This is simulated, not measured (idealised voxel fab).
process module | voxel wiring stack
cross-section cut | 250 nm wide | cells 5 nm
A cross-section is a grid of square cells, given in bands from the top down. A band is one or more rows of cells.
Each band's line starts with the height of the band's top and of its bottom, in nm. Then come its materials from left to right, each with its width in nm. One material with "throughout" fills the band from edge to edge. "air" is empty space.
Height 0 is the level under which the wafer as received is all one material. The lowest band goes on downwards, as in "0 down".
A width such as "30 to 40" changes by the same amount from each row of cells to the next, from the band's top row to its bottom row.
"no change" after a step means that no cell of the cross-section changed.
closed voids: empty space of 8 cells or more with no open way to the top, each as width x height at its distance from the left edge, in nm
after a step's settings: what the simulator itself notes on the step
overlay nm, on a step with a mask: how far to the right of its planned place the mask lay; to the left if negative
plan
1 op RECEIVE | material Si
2 op CONFORMAL_DEP | material SiO2 | thk nm 15
3 op CONFORMAL_DEP | material SiN | thk nm 5
4 op DIRECTIONAL_DEP | material lowk | thk nm 25
5 op MASKED_ETCH | tone open | mask id METAL_1 | width nm 30 | pitch nm 50 | etch materials lowk | depth nm 25 | overlay nm 0
6 op MASKED_ETCH | tone open | mask id METAL_1 | width nm 30 | pitch nm 50 | etch materials SiN | depth nm 5 | overlay nm 0
7 op CONFORMAL_DEP | material TiN | thk nm 5
8 op FILL_DEP | material Cu | thk nm 10
9 op CMP | height nm 45
10 op CONFORMAL_DEP | material SiCN | thk nm 5
11 op DIRECTIONAL_DEP | material lowk | thk nm 15
12 op DIRECTIONAL_DEP | material aC | thk nm 15
13 op PATTERN | tone open | mask id PLUG_1 | material resist | width nm 15 | pitch nm 50 | thk nm 30 | overlay nm 0
14 op DIRECTIONAL_ETCH | etch materials aC | depth nm 15
15 op STRIP | etch materials resist
16 op DIRECTIONAL_ETCH | etch materials lowk | depth nm 15
17 op DIRECTIONAL_ETCH | etch materials SiCN | depth nm 5
18 op STRIP | etch materials aC
19 op CONFORMAL_DEP | material TiN | thk nm 5
20 op FILL_DEP | material W | thk nm 10
21 op CMP | height nm 65
22 op CONFORMAL_DEP | material SiCN | thk nm 5
23 op DIRECTIONAL_DEP | material SiO2 | thk nm 20
24 op DIRECTIONAL_DEP | material aC | thk nm 15
25 op PATTERN | tone open | mask id METAL_2 | material resist | width nm 30 | pitch nm 50 | thk nm 35 | overlay nm 0
26 op DIRECTIONAL_ETCH | etch materials aC | depth nm 15
27 op STRIP | etch materials resist
28 op DIRECTIONAL_ETCH | etch materials SiO2 | depth nm 20
29 op DIRECTIONAL_ETCH | etch materials SiCN | depth nm 5
30 op STRIP | etch materials aC
31 op CONFORMAL_DEP | material TiN | thk nm 5
32 op FILL_DEP | material Cu | thk nm 5
33 op CMP | height nm 90
34 op CONFORMAL_DEP | material SiCN | thk nm 5
35 op DIRECTIONAL_DEP | material lowk | thk nm 10
36 op DIRECTIONAL_DEP | material aC | thk nm 10
37 op PATTERN | tone open | mask id PLUG_2 | material resist | width nm 15 | pitch nm 50 | thk nm 25 | overlay nm 0
38 op DIRECTIONAL_ETCH | etch materials aC | depth nm 10
39 op STRIP | etch materials resist
40 op DIRECTIONAL_ETCH | etch materials lowk | depth nm 10
41 op DIRECTIONAL_ETCH | etch materials SiCN | depth nm 5
42 op STRIP | etch materials aC
43 op EPI | material Ru | thk nm 10
44 op EPI | material Ru | thk nm 5
45 op CONFORMAL_DEP | material SiN | thk nm 5
46 op DIRECTIONAL_DEP | material SiO2 | thk nm 15
47 op DIRECTIONAL_DEP | material aC | thk nm 15
48 op PATTERN | tone open | mask id METAL_3 | material resist | width nm 30 | pitch nm 50 | thk nm 35 | overlay nm 0
49 op DIRECTIONAL_ETCH | etch materials aC | depth nm 15
50 op STRIP | etch materials resist
51 op DIRECTIONAL_ETCH | etch materials SiO2 | depth nm 15
52 op DIRECTIONAL_ETCH | etch materials SiN | depth nm 5
53 op STRIP | etch materials aC
54 op CONFORMAL_DEP | material TiN | thk nm 5
55 op FILL_DEP | material Cu | thk nm 5
56 op CMP | height nm 125
57 op EPI | material Ru | thk nm 5
58 op FILL_DEP | material SiCN | thk nm 5
as received, after step 1
  0 down: Si throughout
  closed voids: none
a wafer at the end: this start, this plan, one mistake
  135 to 130: SiCN throughout
  130 to 125: SiCN 30 | Ru 40 | SiCN 10 | Ru 40 | SiCN 10 | Ru 40 | SiCN 10 | Ru 40 | SiCN 30
  125 to 110: SiO2 35 | TiN 5 | Cu 20 | TiN 5 | SiO2 20 | TiN 5 | Cu 20 | TiN 5 | SiO2 20 | TiN 5 | Cu 20 | TiN 5 | SiO2 20 | TiN 5 | Cu 20 | TiN 5 | SiO2 35
  110 to 105: SiN 35 | TiN 30 | SiN 20 | TiN 30 | SiN 20 | TiN 30 | SiN 20 | TiN 30 | SiN 35
  105 to 95: lowk 35 | Ru 15 | lowk 35 | Ru 15 | lowk 35 | Ru 15 | lowk 35 | Ru 15 | lowk 50
  95 to 90: SiCN 35 | Ru 15 | SiCN 35 | Ru 15 | SiCN 35 | Ru 15 | SiCN 35 | Ru 15 | SiCN 50
  90 to 70: SiO2 35 | TiN 5 | Cu 20 | TiN 5 | SiO2 20 | TiN 5 | Cu 20 | TiN 5 | SiO2 20 | TiN 5 | Cu 20 | TiN 5 | SiO2 20 | TiN 5 | Cu 20 | TiN 5 | SiO2 35
  70 to 65: SiCN 35 | TiN 30 | SiCN 20 | TiN 30 | SiCN 20 | TiN 30 | SiCN 20 | TiN 30 | SiCN 35
  65 to 50: W 30 | TiN 5 | lowk 15 | TiN 5 | W 25 | TiN 5 | lowk 15 | TiN 5 | W 25 | TiN 5 | lowk 15 | TiN 5 | W 25 | TiN 5 | lowk 15 | TiN 5 | W 45
  50 to 45: TiN 35 | SiCN 15 | TiN 35 | SiCN 15 | TiN 35 | SiCN 15 | TiN 35 | SiCN 15 | TiN 50
  45 to 20: lowk 35 | TiN 5 | Cu 20 | TiN 5 | lowk 20 | TiN 5 | Cu 20 | TiN 5 | lowk 20 | TiN 5 | Cu 20 | TiN 5 | lowk 20 | TiN 5 | Cu 20 | TiN 5 | lowk 35
  20 to 15: SiN 35 | TiN 30 | SiN 20 | TiN 30 | SiN 20 | TiN 30 | SiN 20 | TiN 30 | SiN 35
  15 to 0: SiO2 throughout
  0 down: Si throughout
  closed voids: none
what went wrong: step 13 ran as: op PATTERN | tone cover | mask id PLUG_1 | material resist | width nm 15 | pitch nm 50 | thk nm 30 | overlay nm 0
